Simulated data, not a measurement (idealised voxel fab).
Documented hereafter: the process module known as voxel ribs on slabs.
In the cross-section labelled cut, the width is 200 nm and each square cell is 5 nm.
How to read a cross-section here: the picture is a grid of square cells, written as bands going from the top down, and any band can span one or more rows of cells. Heights first: top, then bottom, in nm. Then materials, left to right, each with a width in nm. "throughout" on a single material: fills the band edge to edge. "blank": empty space. Zero point of the height axis is 0; under it, received wafer = one material. Lowest band: continues down indefinitely, "z 0 and below". When a width is written as two numbers, as in "30 to 40", the first number is the width in the top row of cells of the band and the second is the width in its bottom row, and the width changes by the same amount from each row to the next. "no alterations made" after a step means that no cell of the cross-section changed. Any empty space of 8 cells or more lacking an open way to the top shows up in "Sealed void list" as width x height at distance, distance from the left edge, in nm. If you see something after the settings on a step's line, that's the simulator's own remark about that step. When a step includes a mask, the "overlay nm" setting on its line states how far to the right of its planned place that mask lay, and negative values state how far to the left.

[These are the steps we planned for the process]
1) RECEIVE: material Si
2) DIRECTIONAL_DEP: material SiO2, thk nm 30
3) DIRECTIONAL_DEP: material SiN, thk nm 25
4) MASKED_ETCH: tone cover, mask id RIB, width nm 20, etch materials SiN, depth nm 5, overlay nm 0
5) PATTERN: tone cover, mask id SLAB, material resist, width nm 80, thk nm 20, overlay nm 0
6) DIRECTIONAL_ETCH: etch materials SiN, depth nm 20
7) STRIP: etch materials resist
8) FILL_DEP: material SiO2, thk nm 15
9) CMP: height nm 65
10) DIRECTIONAL_DEP: material TiN, thk nm 10
11) MASKED_ETCH: tone cover, mask id HEATER, width nm 30, etch materials TiN, depth nm 10, overlay nm 0
12) CONFORMAL_DEP: material SiN, thk nm 10

[This is the cross-section of the wafer as we received it, i.e. after step 1]
	z 0 and below = Si throughout
	Sealed void list: none

[First of two wafers at the end of the module, shown in cross-section; run carried out as planned]
	z 85 to 75 = blank 75 nm, then SiN 50 nm, then blank 75 nm
	z 75 to 65 = SiN 85 nm, then TiN 30 nm, then SiN 85 nm
	z 65 to 55 = SiO2 throughout
	z 55 to 50 = SiO2 90 nm, then SiN 20 nm, then SiO2 90 nm
	z 50 to 30 = SiO2 60 nm, then SiN 80 nm, then SiO2 60 nm
	z 30 to 0 = SiO2 throughout
	z 0 and below = Si throughout
	Sealed void list: none

[second wafer at the end: like start, like plan, one mistake]
	z 85 to 75 = blank 75 nm, then SiN 50 nm, then blank 75 nm
	z 75 to 65 = SiN 85 nm, then TiN 30 nm, then SiN 85 nm
	z 65 to 55 = SiO2 60 nm, then SiN 80 nm, then SiO2 60 nm
	z 55 to 30 = SiN throughout
	z 30 to 0 = SiO2 throughout
	z 0 and below = Si throughout
	Sealed void list: none
Short version of what went wrong: plan step 3 was conducted twice
At the finish, the second wafer shows more or fewer cells for some materials than the first does: +164 SiN; -164 SiO2
